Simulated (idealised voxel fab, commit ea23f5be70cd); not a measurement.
This section sets out a process module, namely voxel local oxidation.
Pictured: cross-section cut, 290 nm wide, on a grid of 5 nm square cells.
In this document a cross-section is written as a grid of square cells. It is given as a series of bands, listed from the top down, and a band is one or more rows of cells. For a band, the entry starts with two heights in nm, that of the top and then that of the bottom, and carries on with the band's materials in order from left to right, each alongside its width in nm; the word "edge to edge" beside a single material means it fills the band edge to edge, and "empty" means empty space. Heights are measured from 0, the level below which the as-received wafer is all one material; the lowest band has no bottom and continues downward, written as in "0 nm and below". The width entry "30 to 40" should be interpreted row by row: the top row of cells in the band takes the first number, the bottom row takes the second number, and the change between adjacent rows is uniform throughout. What does "same as before" mean for a step? It means no cell of the cross-section changed in that step. Basically, "Enclosed voids" tells you about the enclosed voids: empty spaces with no open way to the top, 8 cells or bigger, each written width x height at distance, where distance is from the left edge, all in nm. Whatever follows a step's settings on its line is a remark the simulator itself makes about that step. overlay nm: how far to the right of its planned place the mask lay on this masked step (negative: to the left).
**These are the steps we planned for the process**
| 1 | RECEIVE (material Si) |
| 2 | CONFORMAL_DEP (material SiO2; thk nm 5) |
| 3 | CONFORMAL_DEP (material SiN; thk nm 15) |
| 4 | MASKED_ETCH (tone cover; mask id ACTIVE; width nm 90; pitch nm 130; etch materials SiN; depth nm 15; overlay nm 0) |
| 5 | SELECTIVE_ETCH (etch materials SiO2; depth nm 5) |
| 6 | OXIDIZE (depth nm 15) |
| 7 | STRIP (etch materials SiN) |
**Cross-section of the wafer at receipt, which is the condition after step 1**
    0 nm and below = Si edge to edge
    Enclosed voids: none
**Module complete - cross-section of the first of two wafers, run according to plan**
    5 nm to 0 nm = 40 empty  80 SiO2  50 empty  80 SiO2  40 empty
    0 nm to -15 nm = 55 SiO2  50 Si  80 SiO2  50 Si  55 SiO2
    -15 nm and below = Si edge to edge
    Enclosed voids: none
**Cross-section, second wafer: same start as the first, same plan as the first, one mistake in running it; taken at the end of the module**
    15 nm to 0 nm = SiO2 edge to edge
    0 nm and below = Si edge to edge
    Enclosed voids: none
Error vs. plan: step 3 ran as: CONFORMAL_DEP (material SiO2; thk nm 15)
End of process, cell counts, second wafer against first, materials with more or fewer: 114 more of Si; 28 more of SiO2
